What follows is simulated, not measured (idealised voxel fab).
Proc. module: voxel gate over fins
This is section cut - it's 235 nm across, gridded in 5 nm square cells.
A cross-section in this document is a grid of square cells, and it is written down as bands, the top band listed before the ones below it; a band is made up of one or more rows of cells. Per band: top height and bottom height in nm, followed by the left-to-right materials and their widths in nm; "throughout" marks a single material spanning edge to edge, "empty" marks empty space. Convention: height 0 is the level below which the wafer, as received, is all one material. The lowest band does not terminate at the bottom but continues downward, represented as "z 0 and below". With a width like "30->40", each row of cells in the band differs from the next by the same amount, the top row carrying the first number and the bottom row the second. The cross-section has no changed cell in any step marked "remains unaltered". Entry "Enclosed void catalog" = empty spaces >= 8 cells with no open way to the top; each as width x height at distance, distance from left edge, all nm. Anything after a step's settings on that line? It's the simulator's own note about the step. Steps that use a mask can have "overlay nm" on their line. It says how far the mask sat to the right of where it was meant to be. Negative means to the left.
## The following list gives the planned process steps
1) RECEIVE [material Si]
2) CONFORMAL_DEP [material SiN] [thk nm 10]
3) DIRECTIONAL_DEP [material aC] [thk nm 10]
4) PATTERN [tone cover] [mask id FINS] [material resist] [width nm 15] [pitch nm 50] [thk nm 25] [overlay nm 0]
5) DIRECTIONAL_ETCH [etch materials aC] [depth nm 10]
6) STRIP [etch materials resist]
7) DIRECTIONAL_ETCH [etch materials SiN] [depth nm 10]
8) DIRECTIONAL_ETCH [etch materials Si] [depth nm 35]
9) STRIP [etch materials aC]
10) OXIDIZE [depth nm 5]
11) FILL_DEP [material SiO2] [thk nm 10]
12) CMP [height nm 10]
13) DIRECTIONAL_DEP [material aC] [thk nm 10]
14) PATTERN [tone open] [mask id RAIL] [material resist] [width nm 15] [thk nm 30] [overlay nm 0]
15) DIRECTIONAL_ETCH [etch materials aC] [depth nm 10]
16) STRIP [etch materials resist]
17) DIRECTIONAL_ETCH [etch materials SiO2] [depth nm 30]
18) STRIP [etch materials aC]
19) CONFORMAL_DEP [material TiN] [thk nm 5]
20) FILL_DEP [material Ru] [thk nm 5]
21) CMP [height nm 10]
22) SELECTIVE_ETCH [etch materials W Ru TiN] [depth nm 35]
23) FILL_DEP [material SiO2] [thk nm 5]
24) CMP [height nm 10]
25) SELECTIVE_ETCH [etch materials SiO2] [depth nm 25]
26) STRIP [etch materials SiN]
27) CONFORMAL_DEP [material HfO2] [thk nm 5]
28) CONFORMAL_DEP [material TiN] [thk nm 5]
29) CONFORMAL_DEP [material TiAl] [thk nm 5]
30) CONFORMAL_DEP [material TiN] [thk nm 5]
31) FILL_DEP [material W] [thk nm 10]
32) CMP [height nm 25]
33) CONFORMAL_DEP [material SiN] [thk nm 10]
The plan's step 17 depth nm is the first wafer's value; the wafers differ in this setting and start identical.
## Cross-sectional view of the first of several wafers in the as-received condition, corresponding to the state following step 1
z 0 and below  Si throughout
Enclosed void catalog: none
## Cross-section, first of several wafers, end of module, after last step 33
z 35 to 25  SiN throughout
z 25 to 20  W throughout
z 20 to 15  W (20) / TiN (45) / W (5) / TiN (45) / W (5) / TiN (45) / W (5) / TiN (45) / W (20)
z 15 to 10  W (20) / TiN (5) / TiAl (35) / TiN (5) / W (5) / TiN (5) / TiAl (35) / TiN (5) / W (5) / TiN (5) / TiAl (35) / TiN (5) / W (5) / TiN (5) / TiAl (35) / TiN (5) / W (20)
z 10 to 5  W (20) / TiN (5) / TiAl (5) / TiN (25) / TiAl (5) / TiN (5) / W (5) / TiN (5) / TiAl (5) / TiN (25) / TiAl (5) / TiN (5) / W (5) / TiN (5) / TiAl (5) / TiN (25) / TiAl (5) / TiN (5) / W (5) / TiN (5) / TiAl (5) / TiN (25) / TiAl (5) / TiN (5) / W (20)
z 5 to 0  TiN (25) / TiAl (5) / TiN (5) / HfO2 (15) / TiN (5) / TiAl (5) / TiN (15) / TiAl (5) / TiN (5) / HfO2 (15) / TiN (5) / TiAl (5) / TiN (15) / TiAl (5) / TiN (5) / HfO2 (15) / TiN (5) / TiAl (5) / TiN (15) / TiAl (5) / TiN (5) / HfO2 (15) / TiN (5) / TiAl (5) / TiN (25)
z 0 to -5  TiAl (30) / TiN (5) / HfO2 (5) / Si (5) / HfO2 (5) / TiN (5) / TiAl (25) / TiN (5) / HfO2 (5) / Si (5) / HfO2 (5) / TiN (5) / TiAl (25) / TiN (5) / HfO2 (5) / Si (5) / HfO2 (5) / TiN (5) / TiAl (25) / TiN (5) / HfO2 (5) / Si (5) / HfO2 (5) / TiN (5) / TiAl (30)
z -5 to -10  TiN (35) / HfO2 (5) / Si (5) / HfO2 (5) / TiN (35) / HfO2 (5) / Si (5) / HfO2 (5) / TiN (35) / HfO2 (5) / Si (5) / HfO2 (5) / TiN (35) / HfO2 (5) / Si (5) / HfO2 (5) / TiN (35)
z -10 to -15  HfO2 (40) / Si (5) / HfO2 (45) / Si (5) / HfO2 (45) / Si (5) / HfO2 (45) / Si (5) / HfO2 (40)
z -15 to -40  SiO2 (40) / Si (5) / SiO2 (45) / Si (5) / SiO2 (45) / Si (5) / SiO2 (45) / Si (5) / SiO2 (40)
z -40 and below  Si throughout
Enclosed void catalog: none
## A cross-section through the last wafer at the close of the module
z 35 to 25  SiN throughout
z 25 to 20  W throughout
z 20 to 15  W (20) / TiN (45) / W (5) / TiN (45) / W (5) / TiN (45) / W (5) / TiN (45) / W (20)
z 15 to 10  W (20) / TiN (5) / TiAl (35) / TiN (5) / W (5) / TiN (5) / TiAl (35) / TiN (5) / W (5) / TiN (5) / TiAl (35) / TiN (5) / W (5) / TiN (5) / TiAl (35) / TiN (5) / W (20)
z 10 to 5  W (20) / TiN (5) / TiAl (5) / TiN (25) / TiAl (5) / TiN (5) / W (5) / TiN (5) / TiAl (5) / TiN (25) / TiAl (5) / TiN (5) / W (5) / TiN (5) / TiAl (5) / TiN (25) / TiAl (5) / TiN (5) / W (5) / TiN (5) / TiAl (5) / TiN (25) / TiAl (5) / TiN (5) / W (20)
z 5 to 0  TiN (25) / TiAl (5) / TiN (5) / HfO2 (15) / TiN (5) / TiAl (5) / TiN (15) / TiAl (5) / TiN (5) / HfO2 (15) / TiN (5) / TiAl (5) / TiN (15) / TiAl (5) / TiN (5) / HfO2 (15) / TiN (5) / TiAl (5) / TiN (15) / TiAl (5) / TiN (5) / HfO2 (15) / TiN (5) / TiAl (5) / TiN (25)
z 0 to -5  TiAl (30) / TiN (5) / HfO2 (5) / Si (5) / HfO2 (5) / TiN (5) / TiAl (25) / TiN (5) / HfO2 (5) / Si (5) / HfO2 (5) / TiN (5) / TiAl (25) / TiN (5) / HfO2 (5) / Si (5) / HfO2 (5) / TiN (5) / TiAl (25) / TiN (5) / HfO2 (5) / Si (5) / HfO2 (5) / TiN (5) / TiAl (30)
z -5 to -10  TiN (35) / HfO2 (5) / Si (5) / HfO2 (5) / TiN (35) / HfO2 (5) / Si (5) / HfO2 (5) / TiN (35) / HfO2 (5) / Si (5) / HfO2 (5) / TiN (35) / HfO2 (5) / Si (5) / HfO2 (5) / TiN (35)
z -10 to -15  HfO2 (40) / Si (5) / HfO2 (45) / Si (5) / HfO2 (45) / Si (5) / HfO2 (45) / Si (5) / HfO2 (40)
z -15 to -25  SiO2 (40) / Si (5) / SiO2 (45) / Si (5) / SiO2 (45) / Si (5) / SiO2 (45) / Si (5) / SiO2 (40)
z -25 to -35  SiO2 (40) / Si (5) / SiO2 (15) / TiN (5) / Ru (5) / TiN (5) / SiO2 (15) / Si (5) / SiO2 (45) / Si (5) / SiO2 (45) / Si (5) / SiO2 (40)
z -35 to -40  SiO2 (40) / Si (5) / SiO2 (15) / TiN (15) / SiO2 (15) / Si (5) / SiO2 (45) / Si (5) / SiO2 (45) / Si (5) / SiO2 (40)
z -40 and below  Si throughout
Enclosed void catalog: none
## For your reference, the table is organized with a row per wafer; each row reflects the wafer at the end of the module, indicating for each material the cells gained (+) or lost (-) since receipt, and thereafter its closed voids
depth nm 30, +71 HfO2, -344 Si, +94 SiN, +215 SiO2, +71 TiAl, +142 TiN, +80 W, Enclosed void catalog: none
depth nm 35, +71 HfO2, -344 Si, +94 SiN, +215 SiO2, +71 TiAl, +142 TiN, +80 W, Enclosed void catalog: none
depth nm 40, +71 HfO2, -344 Si, +94 SiN, +212 SiO2, +71 TiAl, +145 TiN, +80 W, Enclosed void catalog: none
depth nm 45, +71 HfO2, +1 Ru, -344 Si, +94 SiN, +209 SiO2, +71 TiAl, +147 TiN, +80 W, Enclosed void catalog: none
depth nm 50, +71 HfO2, +2 Ru, -344 Si, +94 SiN, +206 SiO2, +71 TiAl, +149 TiN, +80 W, Enclosed void catalog: none
depth nm 55, +71 HfO2, +2 Ru, -344 Si, +94 SiN, +206 SiO2, +71 TiAl, +149 TiN, +80 W, Enclosed void catalog: none
